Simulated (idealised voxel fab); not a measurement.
voxel self aligned contacts: a process module
It is cross-section cut that appears here, measuring 235 nm in width, its square cells being 5 nm in size.
This document writes a cross-section as a grid whose cells are square, and gives it as bands, listed from the top down; one or more rows of cells form a band. This entry defines a band. It first specifies the height of the band's top and the height of its bottom in nm, and then specifies the band's materials from left to right, stating each material with its width in nm. The word "full width" identifies a single material that fills the band from edge to edge, while the word "blank" identifies empty space. Ref level 0: as-received wafer is one material below here. Bottom band extends down with no lower bound ("0 -> down"). A width such as "30->40" changes by the same amount from each row of cells to the next, from the band's top row to its bottom row. Basically "no change" means that step didn't change any cell in the cross-section. Empty spaces counting at least 8 cells and having no open way to the top are listed in "Closed empty spaces". The notation width x height at distance is used for each, the distance being from the left edge and all three values in nm. Text after the settings on a step's line: the simulator's own remark on that step. The "overlay nm" setting may appear on a step's line; for a step that uses a mask, it gives how far to the right of its planned position the mask lay, and a negative value indicates the left.
## Process steps - plan
1. RECEIVE [material Si]
2. OXIDIZE [depth nm 5]
3. DIRECTIONAL_DEP [material polySi] [thk nm 30]
4. DIRECTIONAL_DEP [material SiN] [thk nm 20]
5. PATTERN [tone cover] [mask id GATE] [material resist] [width nm 30] [pitch nm 70] [thk nm 15] [overlay nm 0]
6. DIRECTIONAL_ETCH [etch materials SiN] [depth nm 20]
7. DIRECTIONAL_ETCH [etch materials polySi] [depth nm 30]
8. STRIP [etch materials resist]
9. CONFORMAL_DEP [material SiN] [thk nm 10]
10. DIRECTIONAL_ETCH [etch materials SiN] [depth nm 10]
11. FILL_DEP [material SiO2] [thk nm 20]
12. CMP [height nm 60]
13. DIRECTIONAL_DEP [material aC] [thk nm 15]
14. PATTERN [tone open] [mask id CONTACT] [material resist] [width nm 50] [pitch nm 70] [thk nm 30] [overlay nm 0]
15. DIRECTIONAL_ETCH [etch materials aC] [depth nm 15]
16. STRIP [etch materials resist]
17. DIRECTIONAL_ETCH [etch materials SiO2] [depth nm 65]
18. STRIP [etch materials aC]
19. CONFORMAL_DEP [material TiN] [thk nm 5]
20. FILL_DEP [material W] [thk nm 5]
21. CMP [height nm 60]
22. CONFORMAL_DEP [material SiCN] [thk nm 5]
## Cross-section: wafer on arrival = after step 1
0 -> down  Si full width
Closed empty spaces: none
## Cross-section, first of two wafers, end of module, run as planned
65 -> 60  SiCN full width
60 -> 50  SiO2 (55)  TiN (5->20)  W (40->10)  TiN (5->20)  SiO2 (20)  TiN (5->20)  W (40->10)  TiN (5->20)  SiO2 (60)
50 -> 30  SiO2 (20)  SiN (50)  TiN (5)  W (10)  TiN (5)  SiN (50)  TiN (5)  W (10)  TiN (5)  SiN (50)  SiO2 (25)
30 -> 0  SiO2 (20)  SiN (10)  polySi (30)  SiN (10)  TiN (5)  W (10)  TiN (5)  SiN (10)  polySi (30)  SiN (10)  TiN (5)  W (10)  TiN (5)  SiN (10)  polySi (30)  SiN (10)  SiO2 (25)
0 -> -5  SiO2 (70)  TiN (20)  SiO2 (50)  TiN (20)  SiO2 (75)
-5 -> down  Si full width
Closed empty spaces: none
## Presented here is a cross-section of the second of the two wafers as it stood at the end of the module. It was started in the same manner and assigned the same plan as the first wafer; however, one mistake was made in its execution
65 -> 60  SiCN full width
60 -> 50  SiO2 (55)  TiN (5->20)  W (40->10)  TiN (5->20)  SiO2 (20)  TiN (5->20)  W (40->10)  TiN (5->20)  SiO2 (60)
50 -> 30  SiO2 (20)  SiN (50)  TiN (5)  W (10)  TiN (5)  SiN (50)  TiN (5)  W (10)  TiN (5)  SiN (50)  SiO2 (25)
30 -> 5  SiO2 (20)  SiN (10)  polySi (30)  SiN (10)  TiN (5)  W (10)  TiN (5)  SiN (10)  polySi (30)  SiN (10)  TiN (5)  W (10)  TiN (5)  SiN (10)  polySi (30)  SiN (10)  SiO2 (25)
5 -> 0  SiO2 (20)  SiN (10)  polySi (30)  SiN (10)  TiN (20)  SiN (10)  polySi (30)  SiN (10)  TiN (20)  SiN (10)  polySi (30)  SiN (10)  SiO2 (25)
0 -> down  Si full width
Closed empty spaces: none
Deviation from plan: step 2 of the plan: omitted, not performed
at the end the second wafer has, in cells: Si: 47 more, SiO2: 39 fewer, TiN: 4 fewer, W: 4 fewer
